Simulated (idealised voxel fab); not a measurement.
This section sets out a process module, namely voxel capacitor over wiring.
For reference, the cross-section in this document is cut, with width 240 nm and square cells of 5 nm.
Cross-sections here: square-cell grids, written as top-down lists of bands, a band being one or more rows of cells. The entry gives the band's vertical extent as a top height and a bottom height in nm, then its horizontal make-up as materials from left to right, each with a width in nm. "empty" stands for empty space; a single material marked "edge to edge" fills the band edge to edge. Height datum 0, below which the as-received substrate wafer is one material. Lowest band open at the bottom, running downward: "0..down". Width "30 to 40": first value at the band's top row of cells, second value at its bottom row, equal change from row to row. When a step is marked "identical to before", none of the cells in the cross-section changed during that step. The entry titled "Sealed internal voids" provides the empty spaces that have no open way to the top, restricted to those of 8 cells or more. Each is presented as width x height at distance, the distance being measured from the left edge, with all three in nm. What comes after the settings on a step's line is commentary from the simulator itself on that step. "overlay nm" denotes, for a step that has a mask, the displacement of the mask to the right of its planned place, with negative values corresponding to the left.

Planned process steps:
1,RECEIVE, material Si
2,CONFORMAL_DEP, material SiO2, thk nm 10
3,CONFORMAL_DEP, material SiCN, thk nm 5
4,DIRECTIONAL_DEP, material SiO2, thk nm 15
5,DIRECTIONAL_DEP, material aC, thk nm 10
6,PATTERN, tone open, mask id METAL_1, material resist, width nm 20, pitch nm 80, thk nm 30, overlay nm 0
7,DIRECTIONAL_ETCH, etch materials aC, depth nm 10
8,STRIP, etch materials resist
9,DIRECTIONAL_ETCH, etch materials SiO2, depth nm 15
10,DIRECTIONAL_ETCH, etch materials SiCN, depth nm 5
11,STRIP, etch materials aC
12,CONFORMAL_DEP, material TiN, thk nm 5
13,FILL_DEP, material W, thk nm 10
14,CMP, height nm 30
15,EPI, material Ru, thk nm 5
16,FILL_DEP, material SiCN, thk nm 5
17,DIRECTIONAL_DEP, material lowk, thk nm 15
18,MASKED_ETCH, tone open, mask id PLUG_1, width nm 15, etch materials lowk, depth nm 15, overlay nm 0
19,MASKED_ETCH, tone open, mask id PLUG_1, width nm 15, etch materials SiCN, depth nm 5, overlay nm 0
20,CONFORMAL_DEP, material TiN, thk nm 5
21,FILL_DEP, material Ru, thk nm 5
22,CMP, height nm 55
23,DIRECTIONAL_DEP, material TiN, thk nm 5
24,DIRECTIONAL_DEP, material SiN, thk nm 5
25,DIRECTIONAL_DEP, material TiN, thk nm 5
26,MASKED_ETCH, tone cover, mask id UPPER_PLATE, width nm 65, etch materials TiN, depth nm 5, overlay nm 0
27,MASKED_ETCH, tone cover, mask id UPPER_PLATE, width nm 65, etch materials SiN, depth nm 5, overlay nm 0
28,DIRECTIONAL_DEP, material aC, thk nm 15
29,PATTERN, tone cover, mask id LOWER_PLATE, material resist, width nm 75, thk nm 30, overlay nm 0
30,DIRECTIONAL_ETCH, etch materials aC, depth nm 15
31,STRIP, etch materials resist
32,DIRECTIONAL_ETCH, etch materials TiN, depth nm 5
33,STRIP, etch materials aC
34,FILL_DEP, material SiO2, thk nm 20
35,CMP, height nm 85
36,PATTERN, tone open, mask id PLUG_2, material resist, width nm 15, thk nm 15, overlay nm 0
37,DIRECTIONAL_ETCH, etch materials SiO2, depth nm 15
38,STRIP, etch materials resist
39,CONFORMAL_DEP, material TiN, thk nm 5
40,FILL_DEP, material Cu, thk nm 10
41,CMP, height nm 85
42,CONFORMAL_DEP, material SiCN, thk nm 5

Cross-section of the incoming wafer, state after step 1:
    0..down: Si edge to edge
    Sealed internal voids: none

End-of-module XS, first of two wafers, run as planned:
    90..85: SiCN edge to edge
    85..75: 85 nm SiO2  5 nm TiN  5 nm Cu  5 nm TiN  140 nm SiO2
    75..65: 85 to 75 nm SiO2  15 to 65 nm TiN  140 to 100 nm SiO2
    65..60: 75 nm SiO2  65 nm SiN  100 nm SiO2
    60..55: 70 nm SiO2  75 nm TiN  95 nm SiO2
    55..40: 75 nm lowk  5 nm TiN  5 nm Ru  5 nm TiN  150 nm lowk
    40..35: 75 nm SiCN  15 nm TiN  150 nm SiCN
    35..30: 65 nm SiCN  30 nm Ru  50 nm SiCN  30 nm Ru  65 nm SiCN
    30..15: 70 nm SiO2  5 nm TiN  10 nm W  5 nm TiN  60 nm SiO2  5 nm TiN  10 nm W  5 nm TiN  70 nm SiO2
    15..10: 70 nm SiCN  20 nm TiN  60 nm SiCN  20 nm TiN  70 nm SiCN
    10..0: SiO2 edge to edge
    0..down: Si edge to edge
    Sealed internal voids: none

Cross-section at end of module for the second wafer of two, which matched the first in starting point and plan and differed by one mistake in its processing:
    90..85: SiCN edge to edge
    85..75: 85 nm SiO2  5 nm TiN  5 nm Cu  5 nm TiN  140 nm SiO2
    75..65: 85 to 75 nm SiO2  15 to 65 nm TiN  140 to 100 nm SiO2
    65..60: 75 nm SiO2  65 nm SiN  100 nm SiO2
    60..55: 75 nm SiO2  70 nm TiN  95 nm SiO2
    55..40: 75 nm lowk  5 nm TiN  5 nm Ru  5 nm TiN  150 nm lowk
    40..35: 75 nm SiCN  15 nm TiN  150 nm SiCN
    35..30: 65 nm SiCN  30 nm Ru  50 nm SiCN  30 nm Ru  65 nm SiCN
    30..15: 70 nm SiO2  5 nm TiN  10 nm W  5 nm TiN  60 nm SiO2  5 nm TiN  10 nm W  5 nm TiN  70 nm SiO2
    15..10: 70 nm SiCN  20 nm TiN  60 nm SiCN  20 nm TiN  70 nm SiCN
    10..0: SiO2 edge to edge
    0..down: Si edge to edge
    Sealed internal voids: none
Heads up, the wafer didn't run the way we planned it: step 29 was run on a setting that differed from the plan, and what really ran there is PATTERN, tone cover, mask id LOWER_PLATE, material resist, width nm 70, thk nm 30, overlay nm 0
at the end the second wafer has, in cells: +1 SiO2 | -1 TiN
